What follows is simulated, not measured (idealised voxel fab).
A process module follows: voxel tone inversion.
Section cut is 200 nm wide and gridded with 5 nm square cells.
When this document writes out a cross-section, it uses a grid of square cells and lists it as bands, beginning at the top and moving down, with a band standing for one or more rows of cells.
The entry gives the band's vertical extent as a top height and a bottom height in nm, then its horizontal make-up as materials from left to right, each with a width in nm. "empty" stands for empty space; a single material marked "full width" fills the band edge to edge.
A quick word on heights: they are counted from 0, and under that level the wafer as it came to us is one material throughout. The lowest band is different from the rest in having no bottom; it simply continues downward, written as in "0..down".
The notation "30->40" denotes a width that varies across the rows of cells in the band, beginning at the first number in the top row, finishing at the second number in the bottom row, and changing by an identical amount from each row to the next.
The designation "same as before", where it is given for a processing step, indicates that no cell of the cross-section was altered in the course of that step.
If an empty space has no open way to the top and is at least 8 cells in size, "Fully enclosed voids" lists it, written width x height at distance, where distance is measured from the left edge and every value is in nm.
Note: text after step settings on the step line = simulator remark on that step.
On any step carrying a mask, the "overlay nm" setting, if present on the step's line, tells how far right of its planned place the mask lay; negative values point to the left.
# Steps planned for the process
1. RECEIVE with material Si
2. CONFORMAL_DEP with material SiN, thk nm 5
3. DIRECTIONAL_DEP with material aC, thk nm 20
4. PATTERN with tone cover, mask id POSTS, material resist, width nm 25, pitch nm 40, thk nm 30, overlay nm 0
5. DIRECTIONAL_ETCH with etch materials aC, depth nm 20
6. STRIP with etch materials resist
7. FILL_DEP with material lowk, thk nm 10
8. CMP with height nm 25
9. STRIP with etch materials aC
10. CONFORMAL_DEP with material TiN, thk nm 5
11. FILL_DEP with material Cu, thk nm 10
12. CMP with height nm 25
13. CONFORMAL_DEP with material SiN, thk nm 5
# Received-state cross-section, reflecting completion of step 1
  0..down = Si full width
  Fully enclosed voids: none
# Wafer cross-section at end of module: start and plan as shown above, one execution error
  45..40 = SiN full width
  40..30 = Cu full width
  30..25 = 50 of TiN / 15 of Cu / 25 of TiN / 15 of Cu / 25 of TiN / 15 of Cu / 55 of TiN
  25..10 = 45 of lowk / 5 of TiN / 15 of Cu / 5 of TiN / 15 of lowk / 5 of TiN / 15 of Cu / 5 of TiN / 15 of lowk / 5 of TiN / 15 of Cu / 5 of TiN / 50 of lowk
  10..5 = 45 of lowk / 25 of TiN / 15 of lowk / 25 of TiN / 15 of lowk / 25 of TiN / 50 of lowk
  5..0 = SiN full width
  0..down = Si full width
  Fully enclosed voids: none
Run error: step 12 of the plan never got run, it was skipped over
